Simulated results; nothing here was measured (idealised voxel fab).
This section sets out a process module, namely voxel released beams.
We display cut, a cross-section 250 nm in width whose square cells are each 5 nm.
Cross-section format: a grid of square cells, given as bands from top to bottom; each band is one or more rows of cells.
This entry defines a band. It first specifies the height of the band's top and the height of its bottom in nm, and then specifies the band's materials from left to right, stating each material with its width in nm. The word "throughout" identifies a single material that fills the band from edge to edge, while the word "air" identifies empty space.
Ref level 0: as-received wafer is one material below here. Bottom band extends down with no lower bound ("top 0, no bottom").
When a width is written as two numbers, as in "30->40", the first number is the width in the top row of cells of the band and the second is the width in its bottom row, and the width changes by the same amount from each row to the next.
"remains unaltered" means the step left every cell of the cross-section as it was.
"Enclosed void list": empty spaces of 8 cells or more with no open way to the top, each given as width x height at distance, distance from the left edge, all in nm.
What comes after the settings on a step's line is commentary from the simulator itself on that step.
What "overlay nm" on a step's line means: if the step has a mask, that mask lay this far to the right of its planned place, or, when the value is negative, to the left.
SET OUT BELOW ARE THE PLANNED STEPS OF THE PROCESS
1) RECEIVE with material Si
2) CONFORMAL_DEP with material Al2O3, thk nm 5
3) DIRECTIONAL_DEP with material SiO2, thk nm 10
4) PATTERN with tone open, mask id ANCHOR, material resist, width nm 30, thk nm 15, overlay nm -15
5) DIRECTIONAL_ETCH with etch materials SiO2, depth nm 10
6) STRIP with etch materials resist
7) CONFORMAL_DEP with material SiN, thk nm 10
8) PATTERN with tone cover, mask id BEAM, material resist, width nm 100, thk nm 15, overlay nm 0
9) DIRECTIONAL_ETCH with etch materials SiN, depth nm 10
10) STRIP with etch materials resist
11) STRIP with etch materials SiO2
The overlay nm used in step 4 is not the same on every wafer, whereas the starting condition is; the value printed in the plan is the first wafer's.
THE FIRST OF SEVERAL WAFERS, AS RECEIVED AFTER STEP 1, SEEN IN SECTION
    top 0, no bottom: Si throughout
    Enclosed void list: none
FIRST OF SEVERAL WAFERS: CROSS-SECTION AT THE END OF THE MODULE, AFTER STEP 11, ITS LAST STEP
    top 25, bottom 15: 80 of air  90 of SiN  80 of air
    top 15, bottom 5: 60 of air  30 of SiN  160 of air
    top 5, bottom 0: Al2O3 throughout
    top 0, no bottom: Si throughout
    Enclosed void list: none
FINAL WAFER OF SEVERAL, SHOWN IN CROSS-SECTION AT THE END OF THE MODULE
    top 25, bottom 15: 70 of air  30 of SiN  10 of air  60 of SiN  80 of air
    top 15, bottom 5: 90 of air  30 of SiN  130 of air
    top 5, bottom 0: Al2O3 throughout
    top 0, no bottom: Si throughout
    Enclosed void list: none
TABULATED BELOW, WAFER BY WAFER, ARE THE END-OF-MODULE RESULTS: FOR EACH MATERIAL, THE NUMBER OF CELLS GAINED (+) OR LOST (-) RELATIVE TO THE AS-RECEIVED STATE, FOLLOWED BY THE CLOSED VOIDS
overlay nm -15 | +50 Al2O3 | +48 SiN | Enclosed void list: none
overlay nm -10 | +50 Al2O3 | +48 SiN | Enclosed void list: none
overlay nm -5 | +50 Al2O3 | +48 SiN | Enclosed void list: none
overlay nm 0 | +50 Al2O3 | +48 SiN | Enclosed void list: none
overlay nm 5 | +50 Al2O3 | +48 SiN | Enclosed void list: none
overlay nm 10 | +50 Al2O3 | +48 SiN | Enclosed void list: none
overlay nm 15 | +50 Al2O3 | +48 SiN | Enclosed void list: none
